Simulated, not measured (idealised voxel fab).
process module | voxel gate over fins
cross-section cut | 150 nm wide | cells 5 nm
A cross-section is a grid of square cells, given in bands from the top down. A band is one or more rows of cells.
Each band's line starts with the height of the band's top and of its bottom, in nm. Then come its materials from left to right, each with its width in nm. One material with "throughout" fills the band from edge to edge. "air" is empty space.
Height 0 is the level under which the wafer as received is all one material. The lowest band goes on downwards, as in "0 down".
A width such as "30 to 40" changes by the same amount from each row of cells to the next, from the band's top row to its bottom row.
"no change" after a step means that no cell of the cross-section changed.
closed voids: empty space of 8 cells or more with no open way to the top, each as width x height at its distance from the left edge, in nm
after a step's settings: what the simulator itself notes on the step
overlay nm, on a step with a mask: how far to the right of its planned place the mask lay; to the left if negative
plan
1 op RECEIVE | material Si
2 op CONFORMAL_DEP | material SiN | thk nm 5
3 op MASKED_ETCH | tone cover | mask id FINS | width nm 15 | pitch nm 60 | etch materials SiN | depth nm 5 | overlay nm 0
4 op MASKED_ETCH | tone cover | mask id FINS | width nm 15 | pitch nm 60 | etch materials Si | depth nm 40 | overlay nm 0
5 op OXIDIZE | depth nm 5
6 op FILL_DEP | material SiO2 | thk nm 5
7 op CMP | height nm 5
8 op DIRECTIONAL_DEP | material aC | thk nm 15
9 op PATTERN | tone open | mask id RAIL | material resist | width nm 15 | thk nm 35 | overlay nm 0
10 op DIRECTIONAL_ETCH | etch materials aC | depth nm 15
11 op STRIP | etch materials resist
12 op DIRECTIONAL_ETCH | etch materials SiO2 | depth nm 40
13 op STRIP | etch materials aC
14 op CONFORMAL_DEP | material TiN | thk nm 5
15 op FILL_DEP | material W | thk nm 10
16 op CMP | height nm 5
17 op SELECTIVE_ETCH | etch materials W Ru TiN | depth nm 25
18 op FILL_DEP | material SiO2 | thk nm 5
19 op CMP | height nm 5
20 op SELECTIVE_ETCH | etch materials SiO2 | depth nm 20
21 op STRIP | etch materials SiN
22 op CONFORMAL_DEP | material HfO2 | thk nm 5
23 op CONFORMAL_DEP | material TiN | thk nm 5
24 op FILL_DEP | material W | thk nm 10
25 op CMP | height nm 15
26 op CONFORMAL_DEP | material SiCN | thk nm 5
as received, after step 1
  0 down: Si throughout
  closed voids: none
a wafer at the end: this start, this plan, one mistake
  20 to 15: SiCN throughout
  15 to 10: W throughout
  10 to 5: W 30 | TiN 25 | W 35 | TiN 25 | W 35
  5 to 0: W 30 | TiN 5 | HfO2 15 | TiN 5 | W 35 | TiN 5 | HfO2 15 | TiN 5 | W 35
  0 to -5: W 30 | TiN 5 | HfO2 5 | Si 5 | HfO2 5 | TiN 5 | W 35 | TiN 5 | HfO2 5 | Si 5 | HfO2 5 | TiN 5 | W 35
  -5 to -10: TiN 35 | HfO2 5 | Si 5 | HfO2 5 | TiN 45 | HfO2 5 | Si 5 | HfO2 5 | TiN 40
  -10 to -15: HfO2 40 | Si 5 | HfO2 55 | Si 5 | HfO2 45
  -15 to -20: SiO2 40 | Si 5 | SiO2 55 | Si 5 | SiO2 45
  -20 to -30: W 30 | TiN 5 | SiO2 5 | Si 5 | SiO2 5 | TiN 5 | W 5 | TiN 5 | SiO2 15 | TiN 5 | W 5 | TiN 5 | SiO2 5 | Si 5 | SiO2 5 | TiN 5 | W 35
  -30 to -35: TiN 35 | SiO2 5 | Si 5 | SiO2 5 | TiN 15 | SiO2 15 | TiN 15 | SiO2 5 | Si 5 | SiO2 5 | TiN 40
  -35 to -45: SiO2 40 | Si 5 | SiO2 55 | Si 5 | SiO2 45
  -45 down: Si throughout
  closed voids: none
what went wrong: step 9 ran as: op PATTERN | tone cover | mask id RAIL | material resist | width nm 15 | thk nm 35 | overlay nm 0
